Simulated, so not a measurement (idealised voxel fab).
process module | voxel ribs on slabs
cross-section cut | 140 nm wide | cells 5 nm
A cross-section is a grid of square cells, given in bands from the top down. A band is one or more rows of cells.
Each band's line starts with the height of the band's top and of its bottom, in nm. Then come its materials from left to right, each with its width in nm. One material with "throughout" fills the band from edge to edge. "air" is empty space.
Height 0 is the level under which the wafer as received is all one material. The lowest band goes on downwards, as in "0 down".
A width such as "30 to 40" changes by the same amount from each row of cells to the next, from the band's top row to its bottom row.
"no change" after a step means that no cell of the cross-section changed.
closed voids: empty space of 8 cells or more with no open way to the top, each as width x height at its distance from the left edge, in nm
after a step's settings: what the simulator itself notes on the step
overlay nm, on a step with a mask: how far to the right of its planned place the mask lay; to the left if negative
plan
1 op RECEIVE | material Si
2 op DIRECTIONAL_DEP | material SiO2 | thk nm 20
3 op DIRECTIONAL_DEP | material polySi | thk nm 15
4 op DIRECTIONAL_DEP | material aC | thk nm 10
5 op PATTERN | tone cover | mask id RIB | material resist | width nm 25 | thk nm 30 | overlay nm 0
6 op DIRECTIONAL_ETCH | etch materials aC | depth nm 10
7 op STRIP | etch materials resist
8 op DIRECTIONAL_ETCH | etch materials polySi | depth nm 10
9 op STRIP | etch materials aC
10 op DIRECTIONAL_DEP | material aC | thk nm 10
11 op PATTERN | tone cover | mask id SLAB | material resist | width nm 65 | thk nm 30 | overlay nm 0
12 op DIRECTIONAL_ETCH | etch materials aC | depth nm 10
13 op STRIP | etch materials resist
14 op DIRECTIONAL_ETCH | etch materials polySi | depth nm 5
15 op STRIP | etch materials aC
16 op FILL_DEP | material SiO2 | thk nm 25
17 op CMP | height nm 60
18 op DIRECTIONAL_DEP | material TiN | thk nm 10
19 op DIRECTIONAL_DEP | material aC | thk nm 10
20 op PATTERN | tone cover | mask id HEATER | material resist | width nm 35 | thk nm 25 | overlay nm 0
21 op DIRECTIONAL_ETCH | etch materials aC | depth nm 10
22 op STRIP | etch materials resist
23 op DIRECTIONAL_ETCH | etch materials TiN | depth nm 10
24 op STRIP | etch materials aC
25 op CONFORMAL_DEP | material SiO2 | thk nm 10
varied across the wafers: thk nm of step 2. The plan shows the first wafer's value. All wafers start alike
first wafer as received, after step 1
  0 down: Si throughout
  closed voids: none
first wafer at the end, after step 25
  80 to 70: air 40 | SiO2 55 | air 45
  70 to 60: SiO2 50 | TiN 35 | SiO2 55
  60 to 35: SiO2 throughout
  35 to 25: SiO2 55 | polySi 25 | SiO2 60
  25 to 20: SiO2 35 | polySi 65 | SiO2 40
  20 to 0: SiO2 throughout
  0 down: Si throughout
  closed voids: none
last wafer at the end
  80 to 70: air 40 | SiO2 55 | air 45
  70 to 60: SiO2 50 | TiN 35 | SiO2 55
  60 to 55: SiO2 throughout
  55 to 45: SiO2 55 | polySi 25 | SiO2 60
  45 to 40: SiO2 35 | polySi 65 | SiO2 40
  40 to 0: SiO2 throughout
  0 down: Si throughout
  closed voids: none
each wafer at the end: cells of each material gained (+) or lost (-) since it was received, then its closed voids
thk nm 20 | +377 SiO2 | +14 TiN | +23 polySi | closed voids: none
thk nm 25 | +377 SiO2 | +14 TiN | +23 polySi | closed voids: none
thk nm 30 | +377 SiO2 | +14 TiN | +23 polySi | closed voids: none
thk nm 35 | +377 SiO2 | +14 TiN | +23 polySi | closed voids: none
thk nm 40 | +377 SiO2 | +14 TiN | +23 polySi | closed voids: none
